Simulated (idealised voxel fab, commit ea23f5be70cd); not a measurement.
Process module heading - voxel wiring stack
The width of the displayed cross-section, cut, is 220 nm; its cells are square, with a size of 5 nm.
Just so we're on the same page, the cross-sections are grids of square cells, and they're listed out in bands top to bottom, each band one or more rows deep.
What a band's entry tells you: where the top is and where the bottom is, as heights in nm, and after that what lies inside, material by material from left to right, each with its width in nm. Empty space is written as the word "blank", and a single material marked with the word "throughout" occupies the band from edge to edge.
The reference from which all heights are counted is 0, the level beneath which the as-received wafer is entirely one material; the lowest band, having no lower bound, proceeds downward and is written after the example "from 0 down".
Per-row width for "30->40": begins at first number (top row of band), ends at second number (bottom row), increment between rows held constant.
No cell of the cross-section changed in a step that is given as "remained the same".
"Closed-off voids" specifies each empty space that is not open to the top and that occupies no fewer than 8 cells, using the form width x height at distance, the distance measured from the left edge and all three quantities in nm.
Text after the settings on a step's line: the simulator's own remark on that step.
The line of a step may include "overlay nm". On a step with a mask, this value is how far to the right of its planned place the mask lay. A negative value means the mask lay to the left.

[Process steps foreseen in the plan]
1,RECEIVE (material Si)
2,CONFORMAL_DEP (material SiO2; thk nm 10)
3,CONFORMAL_DEP (material SiN; thk nm 5)
4,DIRECTIONAL_DEP (material lowk; thk nm 25)
5,MASKED_ETCH (tone open; mask id METAL_1; width nm 25; pitch nm 45; etch materials lowk; depth nm 25; overlay nm 0)
6,MASKED_ETCH (tone open; mask id METAL_1; width nm 25; pitch nm 45; etch materials SiN; depth nm 5; overlay nm 0)
7,CONFORMAL_DEP (material TiN; thk nm 5)
8,FILL_DEP (material Cu; thk nm 10)
9,CMP (height nm 40)
10,EPI (material Ru; thk nm 5)
11,FILL_DEP (material SiCN; thk nm 5)
12,DIRECTIONAL_DEP (material SiO2; thk nm 10)
13,PATTERN (tone open; mask id PLUG_1; material resist; width nm 15; pitch nm 45; thk nm 20; overlay nm 0)
14,DIRECTIONAL_ETCH (etch materials SiO2; depth nm 10)
15,DIRECTIONAL_ETCH (etch materials SiCN; depth nm 5)
16,STRIP (etch materials resist)
17,EPI (material Ru; thk nm 10)
18,EPI (material Ru; thk nm 5)
19,DIRECTIONAL_DEP (material TiN; thk nm 5)
20,DIRECTIONAL_DEP (material W; thk nm 15)
21,PATTERN (tone cover; mask id METAL_2; material resist; width nm 25; pitch nm 45; thk nm 15; overlay nm 0)
22,DIRECTIONAL_ETCH (etch materials W; depth nm 15)
23,DIRECTIONAL_ETCH (etch materials TiN; depth nm 5)
24,STRIP (etch materials resist)
25,FILL_DEP (material lowk; thk nm 10)
26,CMP (height nm 80)
27,CONFORMAL_DEP (material SiCN; thk nm 5)
28,DIRECTIONAL_DEP (material lowk; thk nm 20)
29,PATTERN (tone open; mask id PLUG_2; material resist; width nm 15; pitch nm 45; thk nm 15; overlay nm 0)
30,DIRECTIONAL_ETCH (etch materials lowk; depth nm 20)
31,DIRECTIONAL_ETCH (etch materials SiCN; depth nm 5)
32,STRIP (etch materials resist)
33,EPI (material Ru; thk nm 10)
34,EPI (material Ru; thk nm 10)
35,EPI (material Ru; thk nm 5)
36,CONFORMAL_DEP (material SiCN; thk nm 5)
37,DIRECTIONAL_DEP (material lowk; thk nm 25)
38,MASKED_ETCH (tone open; mask id METAL_3; width nm 25; pitch nm 45; etch materials lowk; depth nm 25; overlay nm 0)
39,MASKED_ETCH (tone open; mask id METAL_3; width nm 25; pitch nm 45; etch materials SiCN; depth nm 5; overlay nm 0)
40,CONFORMAL_DEP (material TiN; thk nm 5)
41,FILL_DEP (material Ru; thk nm 10)
42,CMP (height nm 135)
43,CONFORMAL_DEP (material SiCN; thk nm 5)
44,DIRECTIONAL_DEP (material lowk; thk nm 10)
45,MASKED_ETCH (tone open; mask id PLUG_3; width nm 15; pitch nm 90; etch materials lowk; depth nm 10; overlay nm 0)
46,MASKED_ETCH (tone open; mask id PLUG_3; width nm 15; pitch nm 90; etch materials SiCN; depth nm 5; overlay nm 0)
47,EPI (material Ru; thk nm 10)
48,EPI (material Ru; thk nm 5)
49,CONFORMAL_DEP (material SiN; thk nm 5)
50,DIRECTIONAL_DEP (material SiO2; thk nm 25)
51,PATTERN (tone open; mask id METAL_4; material resist; width nm 25; pitch nm 45; thk nm 20; overlay nm 0)
52,DIRECTIONAL_ETCH (etch materials SiO2; depth nm 25)
53,DIRECTIONAL_ETCH (etch materials SiN; depth nm 5)
54,STRIP (etch materials resist)
55,CONFORMAL_DEP (material TiN; thk nm 5)
56,FILL_DEP (material Cu; thk nm 10)
57,CMP (height nm 180)
58,EPI (material Ru; thk nm 5)
59,FILL_DEP (material SiCN; thk nm 5)

[Wafer at receipt (post step 1), cross-section]
    from 0 down | Si throughout
    Closed-off voids: none

[Here's the cross-section of the first of our two wafers at the end of the module - it ran as planned]
    from 190 to 185 | SiCN throughout
    from 185 to 180 | 25 SiCN; 35 Ru; 10 SiCN; 35 Ru; 10 SiCN; 35 Ru; 10 SiCN; 35 Ru; 25 SiCN
    from 180 to 155 | 30 SiO2; 5 TiN; 15 Cu; 5 TiN; 20 SiO2; 5 TiN; 15 Cu; 5 TiN; 20 SiO2; 5 TiN; 15 Cu; 5 TiN; 20 SiO2; 5 TiN; 15 Cu; 5 TiN; 30 SiO2
    from 155 to 150 | 30 SiN; 25 TiN; 20 SiN; 25 TiN; 20 SiN; 25 TiN; 20 SiN; 25 TiN; 30 SiN
    from 150 to 140 | 30 lowk; 15 Ru; 75 lowk; 15 Ru; 85 lowk
    from 140 to 135 | 30 SiCN; 15 Ru; 75 SiCN; 15 Ru; 85 SiCN
    from 135 to 110 | 30 lowk; 5 TiN; 15 Ru; 5 TiN; 20 lowk; 5 TiN; 15 Ru; 5 TiN; 20 lowk; 5 TiN; 15 Ru; 5 TiN; 20 lowk; 5 TiN; 15 Ru; 5 TiN; 30 lowk
    from 110 to 105 | 30 SiCN; 25 TiN; 20 SiCN; 25 TiN; 20 SiCN; 25 TiN; 20 SiCN; 25 TiN; 30 SiCN
    from 105 to 85 | 30 lowk; 15 Ru; 30 lowk; 15 Ru; 30 lowk; 15 Ru; 30 lowk; 15 Ru; 40 lowk
    from 85 to 80 | 30 SiCN; 15 Ru; 30 SiCN; 15 Ru; 30 SiCN; 15 Ru; 30 SiCN; 15 Ru; 40 SiCN
    from 80 to 65 | 30 lowk; 25 W; 20 lowk; 25 W; 20 lowk; 25 W; 20 lowk; 25 W; 30 lowk
    from 65 to 60 | 30 lowk; 25 TiN; 20 lowk; 25 TiN; 20 lowk; 25 TiN; 20 lowk; 25 TiN; 30 lowk
    from 60 to 50 | 30 SiO2; 15 Ru; 30 SiO2; 15 Ru; 30 SiO2; 15 Ru; 30 SiO2; 15 Ru; 40 SiO2
    from 50 to 40 | 30->25 SiCN; 15->35 Ru; 30->10 SiCN; 15->35 Ru; 30->10 SiCN; 15->35 Ru; 30->10 SiCN; 15->35 Ru; 40->25 SiCN
    from 40 to 15 | 30 lowk; 5 TiN; 15 Cu; 5 TiN; 20 lowk; 5 TiN; 15 Cu; 5 TiN; 20 lowk; 5 TiN; 15 Cu; 5 TiN; 20 lowk; 5 TiN; 15 Cu; 5 TiN; 30 lowk
    from 15 to 10 | 30 SiN; 25 TiN; 20 SiN; 25 TiN; 20 SiN; 25 TiN; 20 SiN; 25 TiN; 30 SiN
    from 10 to 0 | SiO2 throughout
    from 0 down | Si throughout
    Closed-off voids: none

[The second wafer, shown in cross-section after the module: started the same way as the first and given the same plan, yet one mistake crept into how it was run]
    from 190 to 185 | SiCN throughout
    from 185 to 180 | 25 SiCN; 35 Ru; 10 SiCN; 35 Ru; 10 SiCN; 35 Ru; 10 SiCN; 35 Ru; 25 SiCN
    from 180 to 155 | 30 SiO2; 5 TiN; 15 Cu; 5 TiN; 20 SiO2; 5 TiN; 15 Cu; 5 TiN; 20 SiO2; 5 TiN; 15 Cu; 5 TiN; 20 SiO2; 5 TiN; 15 Cu; 5 TiN; 30 SiO2
    from 155 to 150 | 30 SiN; 25 TiN; 20 SiN; 25 TiN; 20 SiN; 25 TiN; 20 SiN; 25 TiN; 30 SiN
    from 150 to 140 | 30 lowk; 15 Ru; 75 lowk; 15 Ru; 85 lowk
    from 140 to 135 | 30 SiCN; 15 Ru; 75 SiCN; 15 Ru; 85 SiCN
    from 135 to 120 | 30 lowk; 5 TiN; 15 Ru; 5 TiN; 20 lowk; 5 TiN; 15 Ru; 5 TiN; 20 lowk; 5 TiN; 15 Ru; 5 TiN; 20 lowk; 5 TiN; 15 Ru; 5 TiN; 30 lowk
    from 120 to 115 | 15 lowk; 15 SiCN; 25 TiN; 20 SiCN; 25 TiN; 20 SiCN; 25 TiN; 20 SiCN; 25 TiN; 5 SiCN; 25 lowk
    from 115 to 110 | 15 lowk; 5 SiCN; 35 Ru; 10 SiCN; 35 Ru; 10 SiCN; 35 Ru; 10 SiCN; 35 Ru; 5 SiCN; 25 lowk
    from 110 to 105 | 20 SiCN; 35 Ru; 10 SiCN; 35 Ru; 10 SiCN; 35 Ru; 10 SiCN; 35 Ru; 30 SiCN
    from 105 to 85 | 30 lowk; 15 Ru; 30 lowk; 15 Ru; 30 lowk; 15 Ru; 30 lowk; 15 Ru; 40 lowk
    from 85 to 80 | 30 SiCN; 15 Ru; 30 SiCN; 15 Ru; 30 SiCN; 15 Ru; 30 SiCN; 15 Ru; 40 SiCN
    from 80 to 65 | 30 lowk; 25 W; 20 lowk; 25 W; 20 lowk; 25 W; 20 lowk; 25 W; 30 lowk
    from 65 to 60 | 30 lowk; 25 TiN; 20 lowk; 25 TiN; 20 lowk; 25 TiN; 20 lowk; 25 TiN; 30 lowk
    from 60 to 50 | 30 SiO2; 15 Ru; 30 SiO2; 15 Ru; 30 SiO2; 15 Ru; 30 SiO2; 15 Ru; 40 SiO2
    from 50 to 40 | 30->25 SiCN; 15->35 Ru; 30->10 SiCN; 15->35 Ru; 30->10 SiCN; 15->35 Ru; 30->10 SiCN; 15->35 Ru; 40->25 SiCN
    from 40 to 15 | 30 lowk; 5 TiN; 15 Cu; 5 TiN; 20 lowk; 5 TiN; 15 Cu; 5 TiN; 20 lowk; 5 TiN; 15 Cu; 5 TiN; 20 lowk; 5 TiN; 15 Cu; 5 TiN; 30 lowk
    from 15 to 10 | 30 SiN; 25 TiN; 20 SiN; 25 TiN; 20 SiN; 25 TiN; 20 SiN; 25 TiN; 30 SiN
    from 10 to 0 | SiO2 throughout
    from 0 down | Si throughout
    Closed-off voids: none
Deviation noted in wafer processing: which of the identical steps 33 and 34 was run twice cannot be determined, only that one of them was
FYI, end of process, the second wafer has more or fewer cells of some materials than the first: +32 Ru, +16 SiCN, -16 TiN, -32 lowk
